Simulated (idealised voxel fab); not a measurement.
process module | voxel gate over fins
cross-section cut | 250 nm wide | cells 5 nm
A cross-section is a grid of square cells, given in bands from the top down. A band is one or more rows of cells.
Each band's line starts with the height of the band's top and of its bottom, in nm. Then come its materials from left to right, each with its width in nm. One material with "throughout" fills the band from edge to edge. "air" is empty space.
Height 0 is the level under which the wafer as received is all one material. The lowest band goes on downwards, as in "0 down".
A width such as "30 to 40" changes by the same amount from each row of cells to the next, from the band's top row to its bottom row.
"no change" after a step means that no cell of the cross-section changed.
closed voids: empty space of 8 cells or more with no open way to the top, each as width x height at its distance from the left edge, in nm
after a step's settings: what the simulator itself notes on the step
overlay nm, on a step with a mask: how far to the right of its planned place the mask lay; to the left if negative
plan
1 op RECEIVE | material Si
2 op CONFORMAL_DEP | material SiN | thk nm 10
3 op PATTERN | tone cover | mask id FINS | material resist | width nm 15 | pitch nm 60 | thk nm 20 | overlay nm 0
4 op DIRECTIONAL_ETCH | etch materials SiN | depth nm 10
5 op DIRECTIONAL_ETCH | etch materials Si | depth nm 40
6 op STRIP | etch materials resist
7 op OXIDIZE | depth nm 5
8 op FILL_DEP | material SiO2 | thk nm 5
9 op CMP | height nm 10
10 op MASKED_ETCH | tone open | mask id RAIL | width nm 15 | etch materials SiO2 | depth nm 45 | overlay nm 0
11 op CONFORMAL_DEP | material TiN | thk nm 5
12 op FILL_DEP | material Ru | thk nm 10
13 op CMP | height nm 10
14 op SELECTIVE_ETCH | etch materials W Ru TiN | depth nm 25
15 op FILL_DEP | material SiO2 | thk nm 5
16 op CMP | height nm 10
17 op SELECTIVE_ETCH | etch materials SiO2 | depth nm 20
18 op STRIP | etch materials SiN
19 op CONFORMAL_DEP | material HfO2 | thk nm 5
20 op CONFORMAL_DEP | material TiN | thk nm 5
21 op CONFORMAL_DEP | material TiAl | thk nm 5
22 op CONFORMAL_DEP | material TiN | thk nm 5
23 op FILL_DEP | material W | thk nm 10
24 op CMP | height nm 25
25 op CONFORMAL_DEP | material SiCN | thk nm 10
as received, after step 1
  0 down: Si throughout
  closed voids: none
a wafer at the end: this start, this plan, one mistake
  35 to 25: SiCN throughout
  25 to 20: W throughout
  20 to 15: W 10 | TiN 45 | W 15 | TiN 45 | W 15 | TiN 45 | W 15 | TiN 45 | W 15
  15 to 10: W 10 | TiN 5 | TiAl 35 | TiN 5 | W 15 | TiN 5 | TiAl 35 | TiN 5 | W 15 | TiN 5 | TiAl 35 | TiN 5 | W 15 | TiN 5 | TiAl 35 | TiN 5 | W 15
  10 to 5: W 10 | TiN 5 | TiAl 5 | TiN 25 | TiAl 5 | TiN 5 | W 15 | TiN 5 | TiAl 5 | TiN 25 | TiAl 5 | TiN 5 | W 15 | TiN 5 | TiAl 5 | TiN 25 | TiAl 5 | TiN 5 | W 15 | TiN 5 | TiAl 5 | TiN 25 | TiAl 5 | TiN 5 | W 15
  5 to 0: W 10 | TiN 5 | TiAl 5 | TiN 5 | HfO2 15 | TiN 5 | TiAl 5 | TiN 25 | TiAl 5 | TiN 5 | HfO2 15 | TiN 5 | TiAl 5 | TiN 5 | W 15 | TiN 5 | TiAl 5 | TiN 5 | HfO2 15 | TiN 5 | TiAl 5 | TiN 5 | W 15 | TiN 5 | TiAl 5 | TiN 5 | HfO2 15 | TiN 5 | TiAl 5 | TiN 5 | W 15
  0 to -5: W 10 | TiN 5 | TiAl 5 | TiN 5 | HfO2 5 | Si 5 | HfO2 5 | TiN 5 | TiAl 35 | TiN 5 | HfO2 5 | Si 5 | HfO2 5 | TiN 5 | TiAl 5 | TiN 5 | W 15 | TiN 5 | TiAl 5 | TiN 5 | HfO2 5 | Si 5 | HfO2 5 | TiN 5 | TiAl 5 | TiN 5 | W 15 | TiN 5 | TiAl 5 | TiN 5 | HfO2 5 | Si 5 | HfO2 5 | TiN 5 | TiAl 5 | TiN 5 | W 15
  -5 to -10: W 10 | TiN 5 | TiAl 5 | TiN 5 | HfO2 5 | Si 5 | HfO2 5 | TiN 45 | HfO2 5 | Si 5 | HfO2 5 | TiN 5 | TiAl 5 | TiN 5 | W 15 | TiN 5 | TiAl 5 | TiN 5 | HfO2 5 | Si 5 | HfO2 5 | TiN 5 | TiAl 5 | TiN 5 | W 15 | TiN 5 | TiAl 5 | TiN 5 | HfO2 5 | Si 5 | HfO2 5 | TiN 5 | TiAl 5 | TiN 5 | W 15
  -10 to -15: TiN 15 | TiAl 5 | TiN 5 | HfO2 5 | Si 5 | HfO2 5 | TiN 10 | HfO2 25 | TiN 10 | HfO2 5 | Si 5 | HfO2 5 | TiN 5 | TiAl 5 | TiN 25 | TiAl 5 | TiN 5 | HfO2 5 | Si 5 | HfO2 5 | TiN 5 | TiAl 5 | TiN 25 | TiAl 5 | TiN 5 | HfO2 5 | Si 5 | HfO2 5 | TiN 5 | TiAl 5 | TiN 20
  -15 to -20: TiAl 20 | TiN 5 | HfO2 5 | Si 5 | HfO2 5 | TiN 10 | HfO2 5 | TiN 5 | Ru 5 | TiN 5 | HfO2 5 | TiN 10 | HfO2 5 | Si 5 | HfO2 5 | TiN 5 | TiAl 35 | TiN 5 | HfO2 5 | Si 5 | HfO2 5 | TiN 5 | TiAl 35 | TiN 5 | HfO2 5 | Si 5 | HfO2 5 | TiN 5 | TiAl 25
  -20 to -25: TiN 25 | HfO2 5 | Si 5 | HfO2 5 | TiN 10 | HfO2 5 | TiN 5 | Ru 5 | TiN 5 | HfO2 5 | TiN 10 | HfO2 5 | Si 5 | HfO2 5 | TiN 45 | HfO2 5 | Si 5 | HfO2 5 | TiN 45 | HfO2 5 | Si 5 | HfO2 5 | TiN 30
  -25 to -30: HfO2 30 | Si 5 | HfO2 20 | TiN 5 | Ru 5 | TiN 5 | HfO2 20 | Si 5 | HfO2 55 | Si 5 | HfO2 55 | Si 5 | HfO2 35
  -30 to -35: SiO2 30 | Si 5 | SiO2 20 | TiN 15 | SiO2 20 | Si 5 | SiO2 55 | Si 5 | SiO2 55 | Si 5 | SiO2 35
  -35 to -45: SiO2 30 | Si 5 | SiO2 55 | Si 5 | SiO2 55 | Si 5 | SiO2 55 | Si 5 | SiO2 35
  -45 down: Si throughout
  closed voids: none
what went wrong: step 17 was run twice
